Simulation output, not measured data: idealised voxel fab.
process module | voxel gate over fins
cross-section cut | 255 nm wide | cells 5 nm
A cross-section is a grid of square cells, given in bands from the top down. A band is one or more rows of cells.
Each band's line starts with the height of the band's top and of its bottom, in nm. Then come its materials from left to right, each with its width in nm. One material with "throughout" fills the band from edge to edge. "air" is empty space.
Height 0 is the level under which the wafer as received is all one material. The lowest band goes on downwards, as in "0 down".
A width such as "30 to 40" changes by the same amount from each row of cells to the next, from the band's top row to its bottom row.
"no change" after a step means that no cell of the cross-section changed.
closed voids: empty space of 8 cells or more with no open way to the top, each as width x height at its distance from the left edge, in nm
after a step's settings: what the simulator itself notes on the step
overlay nm, on a step with a mask: how far to the right of its planned place the mask lay; to the left if negative
plan
1 op RECEIVE | material Si
2 op CONFORMAL_DEP | material SiN | thk nm 5
3 op DIRECTIONAL_DEP | material aC | thk nm 15
4 op PATTERN | tone cover | mask id FINS | material resist | width nm 15 | pitch nm 35 | thk nm 35 | overlay nm 0
5 op DIRECTIONAL_ETCH | etch materials aC | depth nm 15
6 op STRIP | etch materials resist
7 op DIRECTIONAL_ETCH | etch materials SiN | depth nm 5
8 op DIRECTIONAL_ETCH | etch materials Si | depth nm 30
9 op STRIP | etch materials aC
10 op FILL_DEP | material SiO2 | thk nm 15
11 op CMP | height nm 5
12 op SELECTIVE_ETCH | etch materials SiO2 | depth nm 15
13 op STRIP | etch materials SiN
14 op CONFORMAL_DEP | material HfO2 | thk nm 5
15 op CONFORMAL_DEP | material TiN | thk nm 5
16 op CONFORMAL_DEP | material TiAl | thk nm 5
17 op CONFORMAL_DEP | material TiN | thk nm 5
18 op FILL_DEP | material W | thk nm 15
19 op CMP | height nm 30
20 op CONFORMAL_DEP | material SiN | thk nm 10
as received, after step 1
  0 down: Si throughout
  closed voids: none
first wafer at the end, as planned
  40 to 30: SiN throughout
  30 to 20: W throughout
  20 to 15: W 45 | TiN 160 | W 50
  15 to 10: W 45 | TiN 5 | TiAl 150 | TiN 5 | W 50
  10 to 5: TiN 50 | TiAl 5 | TiN 140 | TiAl 5 | TiN 55
  5 to 0: TiAl 55 | TiN 5 | HfO2 25 | TiN 10 | HfO2 25 | TiN 10 | HfO2 25 | TiN 10 | HfO2 25 | TiN 5 | TiAl 60
  0 to -5: TiN 60 | HfO2 5 | Si 15 | HfO2 5 | TiN 10 | HfO2 5 | Si 15 | HfO2 5 | TiN 10 | HfO2 5 | Si 15 | HfO2 5 | TiN 10 | HfO2 5 | Si 15 | HfO2 5 | TiN 65
  -5 to -10: HfO2 65 | Si 15 | HfO2 20 | Si 15 | HfO2 20 | Si 15 | HfO2 20 | Si 15 | HfO2 70
  -10 to -30: SiO2 65 | Si 15 | SiO2 20 | Si 15 | SiO2 20 | Si 15 | SiO2 20 | Si 15 | SiO2 70
  -30 down: Si throughout
  closed voids: none
second wafer at the end: like start, like plan, one mistake
  40 to 30: SiN throughout
  30 to 20: W throughout
  20 to 15: TiN throughout
  15 to 10: TiAl throughout
  10 to 5: TiN throughout
  5 to 0: HfO2 70 | TiN 5 | HfO2 30 | TiN 5 | HfO2 30 | TiN 5 | HfO2 30 | TiN 5 | HfO2 75
  0 to -5: Si 65 | HfO2 5 | TiN 5 | HfO2 5 | Si 20 | HfO2 5 | TiN 5 | HfO2 5 | Si 20 | HfO2 5 | TiN 5 | HfO2 5 | Si 20 | HfO2 5 | TiN 5 | HfO2 5 | Si 70
  -5 to -10: Si 65 | HfO2 15 | Si 20 | HfO2 15 | Si 20 | HfO2 15 | Si 20 | HfO2 15 | Si 70
  -10 to -30: Si 65 | SiO2 15 | Si 20 | SiO2 15 | Si 20 | SiO2 15 | Si 20 | SiO2 15 | Si 70
  -30 down: Si throughout
  closed voids: none
what went wrong: step 4 ran as: op PATTERN | tone open | mask id FINS | material resist | width nm 15 | pitch nm 35 | thk nm 35 | overlay nm 0
at the end the second wafer has, in cells: 162 more of Si | 108 fewer of SiO2 | 4 fewer of TiAl | 12 fewer of TiN | 38 fewer of W
